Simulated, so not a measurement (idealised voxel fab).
Process module, titled voxel ribs on slabs
Square cell edge 5 nm, section width 290 nm, ID cut.
We lay out every cross-section as a grid of square cells and spell it out in bands from the top down, where one band means one or more rows of cells.
The entry gives the band's vertical extent as a top height and a bottom height in nm, then its horizontal make-up as materials from left to right, each with a width in nm. "air" stands for empty space; a single material marked "everywhere" fills the band edge to edge.
We count height from 0. Below that, the starting wafer is all one material. The lowest band never ends at the bottom but goes on down; see "0 nm and below" for how that is written.
So if you see something like "30..40" for the width, read it as the top row of the band sitting at the first number and the bottom row at the second, with every row in between moving by the same amount as the last.
The cross-section has no changed cell in any step marked "no change occurred".
Basically, "Completely enclosed voids" tells you about the enclosed voids: empty spaces with no open way to the top, 8 cells or bigger, each written width x height at distance, where distance is from the left edge, all in nm.
Step line, after settings: the simulator's comment on this step.
overlay nm: on a step with a mask, how far right of its planned place the mask lay; negative means left.

-- This section lists the process steps that were planned
1: RECEIVE,material Si
2: DIRECTIONAL_DEP,material SiO2,thk nm 20
3: DIRECTIONAL_DEP,material polySi,thk nm 15
4: DIRECTIONAL_DEP,material aC,thk nm 15
5: PATTERN,tone cover,mask id RIB,material resist,width nm 15,thk nm 30,overlay nm 0
6: DIRECTIONAL_ETCH,etch materials aC,depth nm 15
7: STRIP,etch materials resist
8: DIRECTIONAL_ETCH,etch materials polySi,depth nm 10
9: STRIP,etch materials aC
10: MASKED_ETCH,tone cover,mask id SLAB,width nm 45,etch materials polySi,depth nm 5,overlay nm 0
11: FILL_DEP,material SiO2,thk nm 25
12: CMP,height nm 55
13: DIRECTIONAL_DEP,material W,thk nm 10
14: DIRECTIONAL_DEP,material aC,thk nm 15
15: PATTERN,tone cover,mask id HEATER,material resist,width nm 25,thk nm 30,overlay nm 0
16: DIRECTIONAL_ETCH,etch materials aC,depth nm 15
17: STRIP,etch materials resist
18: DIRECTIONAL_ETCH,etch materials W,depth nm 10
19: STRIP,etch materials aC
20: CONFORMAL_DEP,material SiN,thk nm 5

-- Step 1 complete: cross-section of the wafer as received
- 0 nm and below  Si everywhere
- Completely enclosed voids: none

-- The module was run from the start shown above using the plan shown above, but one mistake was made doing it; the resulting wafer cross-section is below
- 85 nm to 65 nm  SiN everywhere
- 65 nm to 55 nm  W everywhere
- 55 nm to 35 nm  SiO2 everywhere
- 35 nm to 25 nm  SiO2 (135)  polySi (15)  SiO2 (140)
- 25 nm to 20 nm  SiO2 (120)  polySi (45)  SiO2 (125)
- 20 nm to 0 nm  SiO2 everywhere
- 0 nm and below  Si everywhere
- Completely enclosed voids: none
what went wrong: it should be noted that step 14 was executed with settings other than those planned, the operation and settings actually applied being DIRECTIONAL_DEP,material SiN,thk nm 15
